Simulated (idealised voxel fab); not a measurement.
Documented hereafter: the process module known as voxel self aligned vias.
Cross-sectional view cut (width: 300 nm; square cell size: 5 nm).
Cross-sections here: square-cell grids, written as top-down lists of bands, a band being one or more rows of cells. Per band: top height and bottom height in nm, followed by the left-to-right materials and their widths in nm; "everywhere" marks a single material spanning edge to edge, "air" marks empty space. Heads up on the height convention: 0 is the point under which the incoming wafer is all one material, and the lowest band has no bottom, it just keeps going down, like "0..down". It should be noted that a width expressed as "30..40" varies in equal increments from row to row of cells within the band, taking the value of the first number at the top row and that of the second number at the bottom row. "nothing was modified" means the step left every cell of the cross-section as it was. "Sealed voids" means: voids of 8 cells or more that are shut off from the top with no open way through. Written width x height at distance, distance from the left edge, in nm. Past the settings on a step's line: simulator remark, on that step. overlay nm: for a step with a mask, the amount by which the mask lay right of where it was planned; a negative amount means left of it.

Below is the list of planned process steps:
- 1: RECEIVE,material Si
- 2: CONFORMAL_DEP,material SiO2,thk nm 10
- 3: CONFORMAL_DEP,material SiCN,thk nm 5
- 4: DIRECTIONAL_DEP,material SiO2,thk nm 20
- 5: MASKED_ETCH,tone open,mask id LINES,width nm 30,pitch nm 70,etch materials SiO2,depth nm 20,overlay nm 0
- 6: CONFORMAL_DEP,material TiN,thk nm 5
- 7: FILL_DEP,material Ru,thk nm 10
- 8: CMP,height nm 35
- 9: SELECTIVE_ETCH,etch materials W Ru TiN,depth nm 5
- 10: FILL_DEP,material SiN,thk nm 10
- 11: CMP,height nm 35
- 12: DIRECTIONAL_DEP,material SiO2,thk nm 15
- 13: MASKED_ETCH,tone open,mask id VIAS,width nm 50,etch materials SiO2,depth nm 15,overlay nm 0
- 14: MASKED_ETCH,tone open,mask id VIAS,width nm 50,etch materials SiN,depth nm 5,overlay nm 0
- 15: CONFORMAL_DEP,material TiN,thk nm 5
- 16: FILL_DEP,material W,thk nm 5
- 17: CMP,height nm 50
- 18: CONFORMAL_DEP,material SiCN,thk nm 5

Cross-section of the wafer upon arrival, representing the state reached after step 1:
> 0..down = Si everywhere
> Sealed voids: none

This is how the wafer looks in cross-section once the module is done, given the starting state and plan above and one mistake in carrying the plan out:
> 55..50 = SiCN everywhere
> 50..35 = W everywhere
> 35..30 = SiO2 100 nm, SiN 30 nm, SiO2 40 nm, SiN 30 nm, SiO2 100 nm
> 30..20 = SiO2 100 nm, TiN 5 nm, Ru 20 nm, TiN 5 nm, SiO2 40 nm, TiN 5 nm, Ru 20 nm, TiN 5 nm, SiO2 100 nm
> 20..15 = SiO2 100 nm, TiN 30 nm, SiO2 40 nm, TiN 30 nm, SiO2 100 nm
> 15..10 = SiCN everywhere
> 10..0 = SiO2 everywhere
> 0..down = Si everywhere
> Sealed voids: none
Short version of what went wrong: step 12 was run on a setting that differed from the plan, and what really ran there is DIRECTIONAL_DEP,material W,thk nm 15
